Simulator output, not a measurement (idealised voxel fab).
You're looking at the process module voxel double patterning.
Square cell edge 5 nm, section width 250 nm, ID cut.
In what follows, cross-sections appear as grids of square cells, described through bands that run from the top down, where every band is one or more rows of cells. Top height, bottom height, nm. Materials left to right, width each, nm. Single material + "all across" = fills band edge to edge. "empty" = empty. It should be noted that heights are counted from 0, beneath which the wafer as supplied is of one material throughout, and that the lowest band possesses no lower boundary but continues downward, as written in "top 0, no bottom". Think of "30->40" as a width that walks from the first number to the second as you go down the band, top row to bottom row, taking equal-sized steps from row to row. "no change occurred" means the step left every cell of the cross-section as it was. The entry "Voids, sealed" lists the empty spaces that cover at least 8 cells and have no open path to the top. Each is written as width x height at distance, where the distance is measured from the left edge and all three values are in nm. Where a step's line continues beyond its settings, the continuation is a remark by the simulator itself on that step. The optional step-line setting "overlay nm" applies to steps with a mask and quantifies how far to the right of its planned location the mask lay, a negative value indicating leftward placement.

Steps planned for the process:
1: RECEIVE, material Si
2: CONFORMAL_DEP, material SiN, thk nm 10
3: DIRECTIONAL_DEP, material SiO2, thk nm 20
4: DIRECTIONAL_DEP, material SiCN, thk nm 10
5: MASKED_ETCH, tone open, mask id FIRST, width nm 15, pitch nm 50, etch materials SiCN, depth nm 10, overlay nm 0
6: DIRECTIONAL_DEP, material aC, thk nm 10
7: PATTERN, tone open, mask id SECOND, material resist, width nm 15, pitch nm 50, thk nm 30, overlay nm 0
8: DIRECTIONAL_ETCH, etch materials aC, depth nm 10
9: STRIP, etch materials resist
10: DIRECTIONAL_ETCH, etch materials SiCN, depth nm 10
11: STRIP, etch materials aC
12: DIRECTIONAL_ETCH, etch materials SiO2, depth nm 20
13: STRIP, etch materials SiCN

The cross-section here shows the wafer as received, i.e. in its state after step 1:
top 0, no bottom: Si all across
Voids, sealed: none

Wafer cross-section at end of module: start and plan as shown above, one execution error:
top 30, bottom 20: SiN all across
top 20, bottom 0: SiO2 all across
top 0, no bottom: Si all across
Voids, sealed: none
Diagnosis: steps 2 and 3 swapped
